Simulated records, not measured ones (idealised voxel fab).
process module | voxel transistor to metal
cross-section cut | 265 nm wide | cells 5 nm
A cross-section is a grid of square cells, given in bands from the top down. A band is one or more rows of cells.
Each band's line starts with the height of the band's top and of its bottom, in nm. Then come its materials from left to right, each with its width in nm. One material with "throughout" fills the band from edge to edge. "air" is empty space.
Height 0 is the level under which the wafer as received is all one material. The lowest band goes on downwards, as in "0 down".
A width such as "30 to 40" changes by the same amount from each row of cells to the next, from the band's top row to its bottom row.
"no change" after a step means that no cell of the cross-section changed.
closed voids: empty space of 8 cells or more with no open way to the top, each as width x height at its distance from the left edge, in nm
after a step's settings: what the simulator itself notes on the step
overlay nm, on a step with a mask: how far to the right of its planned place the mask lay; to the left if negative
plan
1 op RECEIVE | material Si
2 op CONFORMAL_DEP | material SiO2 | thk nm 5
3 op CONFORMAL_DEP | material SiN | thk nm 10
4 op DIRECTIONAL_DEP | material aC | thk nm 10
5 op PATTERN | tone cover | mask id ACTIVE | material resist | width nm 105 | pitch nm 125 | thk nm 30 | overlay nm 0
6 op DIRECTIONAL_ETCH | etch materials aC | depth nm 10
7 op STRIP | etch materials resist
8 op DIRECTIONAL_ETCH | etch materials SiN | depth nm 10
9 op DIRECTIONAL_ETCH | etch materials SiO2 | depth nm 5
10 op DIRECTIONAL_ETCH | etch materials Si | depth nm 35
11 op STRIP | etch materials aC
12 op FILL_DEP | material SiO2 | thk nm 10
13 op CMP | height nm 15
14 op SELECTIVE_ETCH | etch materials SiO2 | depth nm 5
15 op STRIP | etch materials SiN
16 op SELECTIVE_ETCH | etch materials SiO2 | depth nm 5
17 op OXIDIZE | depth nm 5
18 op DIRECTIONAL_DEP | material polySi | thk nm 25
19 op DIRECTIONAL_DEP | material SiCN | thk nm 15
20 op MASKED_ETCH | tone cover | mask id GATE | width nm 25 | pitch nm 125 | etch materials SiCN | depth nm 25 | overlay nm 0
21 op MASKED_ETCH | tone cover | mask id GATE | width nm 25 | pitch nm 125 | etch materials polySi | depth nm 35 | overlay nm 0
22 op CONFORMAL_DEP | material SiN | thk nm 5
23 op DIRECTIONAL_ETCH | etch materials SiN | depth nm 5
24 op DIRECTIONAL_ETCH | etch materials SiO2 | depth nm 5
25 op EPI | material nSi | thk nm 5
26 op FILL_DEP | material SiO2 | thk nm 10
27 op CMP | height nm 25
28 op STRIP | etch materials polySi
29 op SELECTIVE_ETCH | etch materials SiO2 | depth nm 5
30 op CONFORMAL_DEP | material HfO2 | thk nm 5
31 op CONFORMAL_DEP | material TiN | thk nm 5
32 op FILL_DEP | material W | thk nm 10
33 op CMP | height nm 20
34 op DIRECTIONAL_DEP | material SiO2 | thk nm 10
35 op PATTERN | tone open | mask id CONTACT | material resist | width nm 15 | thk nm 20 | overlay nm 0
36 op DIRECTIONAL_ETCH | etch materials SiO2 | depth nm 30
37 op STRIP | etch materials resist
38 op CONFORMAL_DEP | material TiN | thk nm 5
39 op FILL_DEP | material Ru | thk nm 10
40 op CMP | height nm 30
41 op CONFORMAL_DEP | material SiN | thk nm 5
42 op DIRECTIONAL_DEP | material lowk | thk nm 15
43 op PATTERN | tone open | mask id METAL_1 | material resist | width nm 15 | thk nm 15 | overlay nm 0
44 op DIRECTIONAL_ETCH | etch materials lowk | depth nm 15
45 op DIRECTIONAL_ETCH | etch materials SiN | depth nm 5
46 op STRIP | etch materials resist
47 op CONFORMAL_DEP | material TiN | thk nm 5
48 op FILL_DEP | material Cu | thk nm 5
49 op CMP | height nm 50
50 op EPI | material Ru | thk nm 5
51 op FILL_DEP | material SiCN | thk nm 5
as received, after step 1
  0 down: Si throughout
  closed voids: none
a wafer at the end: this start, this plan, one mistake
  60 to 55: SiCN throughout
  55 to 50: SiCN 20 | Ru 25 | SiCN 45 | Ru 25 | SiCN 30 | Ru 25 | SiCN 45 | Ru 25 | SiCN 25
  50 to 35: lowk 25 | TiN 5 | Cu 5 | TiN 5 | lowk 55 | TiN 5 | Cu 5 | TiN 5 | lowk 40 | TiN 5 | Cu 5 | TiN 5 | lowk 55 | TiN 5 | Cu 5 | TiN 5 | lowk 30
  35 to 30: SiN 25 | TiN 15 | SiN 55 | TiN 15 | SiN 40 | TiN 15 | SiN 55 | TiN 15 | SiN 30
  30 to 20: SiO2 25 | TiN 5 | Ru 5 | TiN 5 | SiO2 55 | TiN 5 | Ru 5 | TiN 5 | SiO2 40 | TiN 5 | Ru 5 | TiN 5 | SiO2 55 | TiN 5 | Ru 5 | TiN 5 | SiO2 30
  20 to 5: SiO2 25 | TiN 5 | Ru 5 | TiN 5 | SiO2 10 | HfO2 5 | TiN 5 | W 15 | TiN 5 | HfO2 5 | SiO2 10 | TiN 5 | Ru 5 | TiN 5 | SiO2 40 | TiN 5 | Ru 5 | TiN 5 | SiO2 10 | HfO2 5 | TiN 5 | W 15 | TiN 5 | HfO2 5 | SiO2 10 | TiN 5 | Ru 5 | TiN 5 | SiO2 30
  5 to 0: SiO2 25 | TiN 15 | SiO2 10 | HfO2 5 | TiN 25 | HfO2 5 | SiO2 10 | TiN 15 | SiO2 40 | TiN 15 | SiO2 10 | HfO2 5 | TiN 25 | HfO2 5 | SiO2 10 | TiN 15 | SiO2 30
  0 to -5: SiO2 50 | HfO2 35 | SiO2 90 | HfO2 35 | SiO2 55
  -5 to -35: SiO2 15 | Si 105 | SiO2 20 | Si 105 | SiO2 20
  -35 down: Si throughout
  closed voids: none
what went wrong: step 22 ran as: op CONFORMAL_DEP | material SiO2 | thk nm 5
